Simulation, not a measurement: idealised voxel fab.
process module | voxel wiring stack
cross-section cut | 155 nm wide | cells 5 nm
A cross-section is a grid of square cells, given in bands from the top down. A band is one or more rows of cells.
Each band's line starts with the height of the band's top and of its bottom, in nm. Then come its materials from left to right, each with its width in nm. One material with "throughout" fills the band from edge to edge. "air" is empty space.
Height 0 is the level under which the wafer as received is all one material. The lowest band goes on downwards, as in "0 down".
A width such as "30 to 40" changes by the same amount from each row of cells to the next, from the band's top row to its bottom row.
"no change" after a step means that no cell of the cross-section changed.
closed voids: empty space of 8 cells or more with no open way to the top, each as width x height at its distance from the left edge, in nm
after a step's settings: what the simulator itself notes on the step
overlay nm, on a step with a mask: how far to the right of its planned place the mask lay; to the left if negative
plan
1 op RECEIVE | material Si
2 op CONFORMAL_DEP | material SiO2 | thk nm 10
3 op CONFORMAL_DEP | material SiN | thk nm 5
4 op DIRECTIONAL_DEP | material lowk | thk nm 25
5 op PATTERN | tone open | mask id METAL_1 | material resist | width nm 25 | pitch nm 55 | thk nm 20 | overlay nm 0
6 op DIRECTIONAL_ETCH | etch materials lowk | depth nm 25
7 op DIRECTIONAL_ETCH | etch materials SiN | depth nm 5
8 op STRIP | etch materials resist
9 op CONFORMAL_DEP | material TiN | thk nm 5
10 op FILL_DEP | material Ru | thk nm 10
11 op CMP | height nm 40
12 op EPI | material Ru | thk nm 5
13 op FILL_DEP | material SiCN | thk nm 5
14 op DIRECTIONAL_DEP | material lowk | thk nm 15
15 op MASKED_ETCH | tone open | mask id PLUG_1 | width nm 15 | etch materials lowk | depth nm 15 | overlay nm 0
16 op MASKED_ETCH | tone open | mask id PLUG_1 | width nm 15 | etch materials SiCN | depth nm 5 | overlay nm 0
17 op EPI | material Ru | thk nm 10
18 op EPI | material Ru | thk nm 10
19 op DIRECTIONAL_DEP | material TiN | thk nm 5
20 op DIRECTIONAL_DEP | material W | thk nm 20
21 op DIRECTIONAL_DEP | material aC | thk nm 15
22 op PATTERN | tone cover | mask id METAL_2 | material resist | width nm 25 | pitch nm 55 | thk nm 30 | overlay nm 0
23 op DIRECTIONAL_ETCH | etch materials aC | depth nm 15
24 op STRIP | etch materials resist
25 op DIRECTIONAL_ETCH | etch materials W | depth nm 20
26 op DIRECTIONAL_ETCH | etch materials TiN | depth nm 5
27 op STRIP | etch materials aC
28 op FILL_DEP | material SiO2 | thk nm 5
29 op CMP | height nm 90
30 op CONFORMAL_DEP | material SiCN | thk nm 5
first wafer, as planned
as received, after step 1
  0 down: Si throughout
  closed voids: none
after step 2
  10 to 0: SiO2 throughout
  below 0: unchanged
after step 3
  15 to 10: SiN throughout
  below 10: unchanged
after step 4
  40 to 15: lowk throughout
  below 15: unchanged
after step 5
  60 to 40: resist 35 | air 25 | resist 30 | air 25 | resist 40
  below 40: unchanged
after step 6
  60 to 40: resist 35 | air 25 | resist 30 | air 25 | resist 40
  40 to 15: lowk 35 | air 25 | lowk 30 | air 25 | lowk 40
  below 15: unchanged
after step 7
  60 to 40: resist 35 | air 25 | resist 30 | air 25 | resist 40
  40 to 15: lowk 35 | air 25 | lowk 30 | air 25 | lowk 40
  15 to 10: SiN 35 | air 25 | SiN 30 | air 25 | SiN 40
  below 10: unchanged
after step 8
  40 to 15: lowk 35 | air 25 | lowk 30 | air 25 | lowk 40
  below 15: unchanged
after step 9
  45 to 40: TiN 40 | air 15 | TiN 40 | air 15 | TiN 45
  40 to 15: lowk 35 | TiN 5 | air 15 | TiN 5 | lowk 30 | TiN 5 | air 15 | TiN 5 | lowk 40
  15 to 10: SiN 35 | TiN 25 | SiN 30 | TiN 25 | SiN 40
  below 10: unchanged
after step 10
  55 to 45: Ru throughout
  45 to 40: TiN 40 | Ru 15 | TiN 40 | Ru 15 | TiN 45
  40 to 15: lowk 35 | TiN 5 | Ru 15 | TiN 5 | lowk 30 | TiN 5 | Ru 15 | TiN 5 | lowk 40
  below 15: unchanged
after step 11
  40 to 15: lowk 35 | TiN 5 | Ru 15 | TiN 5 | lowk 30 | TiN 5 | Ru 15 | TiN 5 | lowk 40
  below 15: unchanged
after step 12
  45 to 40: air 30 | Ru 35 | air 20 | Ru 35 | air 35
  below 40: unchanged
after step 13
  50 to 45: SiCN throughout
  45 to 40: SiCN 30 | Ru 35 | SiCN 20 | Ru 35 | SiCN 35
  below 40: unchanged
after step 14
  65 to 50: lowk throughout
  below 50: unchanged
after step 15
  65 to 50: lowk 35 | air 15 | lowk 105
  below 50: unchanged
after step 16
  65 to 50: lowk 35 | air 15 | lowk 105
  50 to 45: SiCN 35 | air 15 | SiCN 105
  below 45: unchanged
after step 17
  65 to 55: lowk 35 | air 15 | lowk 105
  55 to 50: lowk 35 | Ru 15 | lowk 105
  50 to 45: SiCN 35 | Ru 15 | SiCN 105
  below 45: unchanged
after step 18
  65 to 50: lowk 35 | Ru 15 | lowk 105
  below 50: unchanged
after step 19
  70 to 65: TiN throughout
  below 65: unchanged
after step 20
  90 to 70: W throughout
  below 70: unchanged
after step 21
  105 to 90: aC throughout
  below 90: unchanged
after step 22
  135 to 105: air 35 | resist 25 | air 30 | resist 25 | air 40
  below 105: unchanged
after step 23
  120 to 105: air 35 | resist 25 | air 30 | resist 25 | air 40
  105 to 90: air 35 | aC 25 | air 30 | aC 25 | air 40
  below 90: unchanged
after step 24
  105 to 90: air 35 | aC 25 | air 30 | aC 25 | air 40
  below 90: unchanged
after step 25
  105 to 90: air 35 | aC 25 | air 30 | aC 25 | air 40
  90 to 70: air 35 | W 25 | air 30 | W 25 | air 40
  below 70: unchanged
after step 26
  105 to 90: air 35 | aC 25 | air 30 | aC 25 | air 40
  90 to 70: air 35 | W 25 | air 30 | W 25 | air 40
  70 to 65: air 35 | TiN 25 | air 30 | TiN 25 | air 40
  below 65: unchanged
after step 27
  90 to 70: air 35 | W 25 | air 30 | W 25 | air 40
  below 70: unchanged
after step 28
  95 to 90: SiO2 throughout
  90 to 70: SiO2 35 | W 25 | SiO2 30 | W 25 | SiO2 40
  70 to 65: SiO2 35 | TiN 25 | SiO2 30 | TiN 25 | SiO2 40
  below 65: unchanged
after step 29
  90 to 70: SiO2 35 | W 25 | SiO2 30 | W 25 | SiO2 40
  below 70: unchanged
after step 30
  95 to 90: SiCN throughout
  below 90: unchanged
second wafer: like start, like plan, one mistake. Through step 12 it matches the first wafer
when step 13 should have ended: no change
when step 14 should have ended
  60 to 55: air 30 | lowk 35 | air 20 | lowk 35 | air 35
  55 to 45: lowk throughout
  45 to 40: lowk 30 | Ru 35 | lowk 20 | Ru 35 | lowk 35
  below 40: unchanged
when step 15 should have ended
  60 to 55: air 30 | lowk 5 | air 15 | lowk 15 | air 20 | lowk 35 | air 35
  55 to 45: lowk 35 | air 15 | lowk 105
  below 45: unchanged
when step 16 should have ended: no change
when step 17 should have ended
  60 to 55: air 30 | lowk 5 | air 15 | lowk 15 | air 20 | lowk 35 | air 35
  55 to 45: lowk 35 | Ru 15 | lowk 105
  below 45: unchanged
when step 18 should have ended
  65 to 60: air 30 | Ru 25 | air 100
  60 to 55: air 30 | lowk 5 | Ru 15 | lowk 15 | air 20 | lowk 35 | air 35
  below 55: unchanged
when step 19 should have ended
  70 to 65: air 30 | TiN 25 | air 100
  65 to 60: air 30 | Ru 25 | TiN 10 | air 20 | TiN 35 | air 35
  60 to 55: TiN 30 | lowk 5 | Ru 15 | lowk 15 | TiN 20 | lowk 35 | TiN 35
  below 55: unchanged
when step 20 should have ended
  90 to 85: air 30 | W 25 | air 100
  85 to 80: air 30 | W 35 | air 20 | W 35 | air 35
  80 to 70: W throughout
  70 to 65: W 30 | TiN 25 | W 100
  65 to 60: W 30 | Ru 25 | TiN 10 | W 20 | TiN 35 | W 35
  below 60: unchanged
when step 21 should have ended
  105 to 100: air 30 | aC 25 | air 100
  100 to 95: air 30 | aC 35 | air 20 | aC 35 | air 35
  95 to 90: aC throughout
  90 to 85: aC 30 | W 25 | aC 100
  85 to 80: aC 30 | W 35 | aC 20 | W 35 | aC 35
  below 80: unchanged
when step 22 should have ended
  135 to 105: air 35 | resist 25 | air 30 | resist 25 | air 40
  105 to 100: air 30 | aC 25 | resist 5 | air 30 | resist 25 | air 40
  below 100: unchanged
when step 23 should have ended
  120 to 105: air 35 | resist 25 | air 30 | resist 25 | air 40
  105 to 100: air 35 | aC 20 | resist 5 | air 30 | resist 25 | air 40
  100 to 90: air 35 | aC 25 | air 30 | aC 25 | air 40
  90 to 85: air 30 | W 25 | aC 5 | air 30 | aC 25 | air 40
  85 to 80: air 30 | W 35 | air 20 | W 35 | air 35
  below 80: unchanged
when step 24 should have ended
  105 to 100: air 35 | aC 20 | air 100
  below 100: unchanged
when step 25 should have ended
  105 to 100: air 35 | aC 20 | air 100
  100 to 90: air 35 | aC 25 | air 30 | aC 25 | air 40
  90 to 85: air 35 | W 20 | aC 5 | air 30 | aC 25 | air 40
  85 to 70: air 35 | W 25 | air 30 | W 25 | air 40
  70 to 65: air 30 | TiN 25 | W 5 | air 30 | W 25 | air 40
  65 to 60: air 30 | Ru 25 | TiN 10 | air 20 | TiN 35 | air 35
  below 60: unchanged
when step 26 should have ended
  105 to 100: air 35 | aC 20 | air 100
  100 to 90: air 35 | aC 25 | air 30 | aC 25 | air 40
  90 to 85: air 35 | W 20 | aC 5 | air 30 | aC 25 | air 40
  85 to 70: air 35 | W 25 | air 30 | W 25 | air 40
  70 to 65: air 35 | TiN 20 | W 5 | air 30 | W 25 | air 40
  65 to 60: air 30 | Ru 25 | TiN 5 | air 30 | TiN 25 | air 40
  60 to 55: air 30 | lowk 5 | Ru 15 | lowk 15 | air 20 | lowk 35 | air 35
  below 55: unchanged
when step 27 should have ended
  90 to 85: air 35 | W 20 | air 100
  below 85: unchanged
when step 28 should have ended
  95 to 90: SiO2 throughout
  90 to 85: SiO2 35 | W 20 | SiO2 100
  85 to 70: SiO2 35 | W 25 | SiO2 30 | W 25 | SiO2 40
  70 to 65: SiO2 35 | TiN 20 | W 5 | SiO2 30 | W 25 | SiO2 40
  65 to 60: SiO2 30 | Ru 25 | TiN 5 | SiO2 30 | TiN 25 | SiO2 40
  60 to 55: SiO2 30 | lowk 5 | Ru 15 | lowk 15 | SiO2 20 | lowk 35 | SiO2 35
  below 55: unchanged
when step 29 should have ended
  90 to 85: SiO2 35 | W 20 | SiO2 100
  below 85: unchanged
when step 30 should have ended
  95 to 90: SiCN throughout
  below 90: unchanged
what went wrong: step 13 was left out
at the end the second wafer has, in cells: 2 more of Ru | 45 fewer of SiCN | 43 more of SiO2
